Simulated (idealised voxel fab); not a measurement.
Documented hereafter: the process module known as voxel gate over fins.
FYI the section here is cut, 165 nm wide, cells are 5 nm squares.
A cross-section in this document is a grid of square cells, and it is written down as bands, the top band listed before the ones below it; a band is made up of one or more rows of cells. Top, bottom (nm), then materials left to right with widths (nm); lone material tagged "all across" fills the whole band edge to edge; "blank" = empty space. Height 0 is the level under which the wafer as received is all one material. The lowest band goes on downwards, as in "from 0 down". You'd read "30 to 40" like this: the band's top row of cells is as wide as the first number, its bottom row is as wide as the second, and going down, every row changes width by the same amount as the row before did. "nothing got changed" means the step left every cell of the cross-section as it was. Closed voids list: empty space of 8 cells or more with no open way to the top, each as width x height at its distance from the left edge, in nm. Text after the settings on a step's line: the simulator's own remark on that step. overlay nm: mask right of planned place by this much (step with mask). Neg. = left.

**Below is the list of planned process steps**
1: op RECEIVE | material Si
2: op CONFORMAL_DEP | material SiN | thk nm 5
3: op DIRECTIONAL_DEP | material aC | thk nm 15
4: op PATTERN | tone cover | mask id FINS | material resist | width nm 15 | pitch nm 40 | thk nm 35 | overlay nm 0
5: op DIRECTIONAL_ETCH | etch materials aC | depth nm 15
6: op STRIP | etch materials resist
7: op DIRECTIONAL_ETCH | etch materials SiN | depth nm 5
8: op DIRECTIONAL_ETCH | etch materials Si | depth nm 35
9: op STRIP | etch materials aC
10: op FILL_DEP | material SiO2 | thk nm 5
11: op CMP | height nm 5
12: op SELECTIVE_ETCH | etch materials SiO2 | depth nm 15
13: op STRIP | etch materials SiN
14: op CONFORMAL_DEP | material HfO2 | thk nm 5
15: op CONFORMAL_DEP | material TiN | thk nm 5
16: op FILL_DEP | material W | thk nm 15
17: op CMP | height nm 20
18: op CONFORMAL_DEP | material SiN | thk nm 10

**Cross-section of the wafer upon arrival, representing the state reached after step 1**
from 0 down | Si all across
Closed voids list: none

**Wafer cross-section at module end: first of two, run to plan**
from 30 to 20 | SiN all across
from 20 to 10 | W all across
from 10 to 5 | 5 W  35 TiN  5 W  35 TiN  5 W  35 TiN  5 W  35 TiN  5 W
from 5 to 0 | 5 W  5 TiN  25 HfO2  5 TiN  5 W  5 TiN  25 HfO2  5 TiN  5 W  5 TiN  25 HfO2  5 TiN  5 W  5 TiN  25 HfO2  5 TiN  5 W
from 0 to -5 | 10 TiN  5 HfO2  15 Si  5 HfO2  15 TiN  5 HfO2  15 Si  5 HfO2  15 TiN  5 HfO2  15 Si  5 HfO2  15 TiN  5 HfO2  15 Si  5 HfO2  10 TiN
from -5 to -10 | 15 HfO2  15 Si  25 HfO2  15 Si  25 HfO2  15 Si  25 HfO2  15 Si  15 HfO2
from -10 to -35 | 15 SiO2  15 Si  25 SiO2  15 Si  25 SiO2  15 Si  25 SiO2  15 Si  15 SiO2
from -35 down | Si all across
Closed voids list: none

**This is the second of the two wafers, cross-sectioned at the end of the module; it started exactly like the first and was given the same plan, but it was run with one mistake**
from 30 to 20 | SiN all across
from 20 to 10 | W all across
from 10 to 5 | 5 W  35 TiN  5 W  35 TiN  5 W  35 TiN  5 W  35 TiN  5 W
from 5 to 0 | 5 W  5 TiN  25 HfO2  5 TiN  5 W  5 TiN  25 HfO2  5 TiN  5 W  5 TiN  25 HfO2  5 TiN  5 W  5 TiN  25 HfO2  5 TiN  5 W
from 0 to -5 | 10 TiN  5 HfO2  15 Si  5 HfO2  15 TiN  5 HfO2  15 Si  5 HfO2  15 TiN  5 HfO2  15 Si  5 HfO2  15 TiN  5 HfO2  15 Si  5 HfO2  10 TiN
from -5 to -10 | 15 HfO2  15 Si  25 HfO2  15 Si  25 HfO2  15 Si  25 HfO2  15 Si  15 HfO2
from -10 to -40 | 15 SiO2  15 Si  25 SiO2  15 Si  25 SiO2  15 Si  25 SiO2  15 Si  15 SiO2
from -40 down | Si all across
Closed voids list: none
What went wrong in running the wafer? step 8, actual vs plan mismatch, actual run op DIRECTIONAL_ETCH | etch materials Si | depth nm 40
Heads up, by the end the second wafer has more or fewer cells of some materials compared to the first: Si -21, SiO2 +21
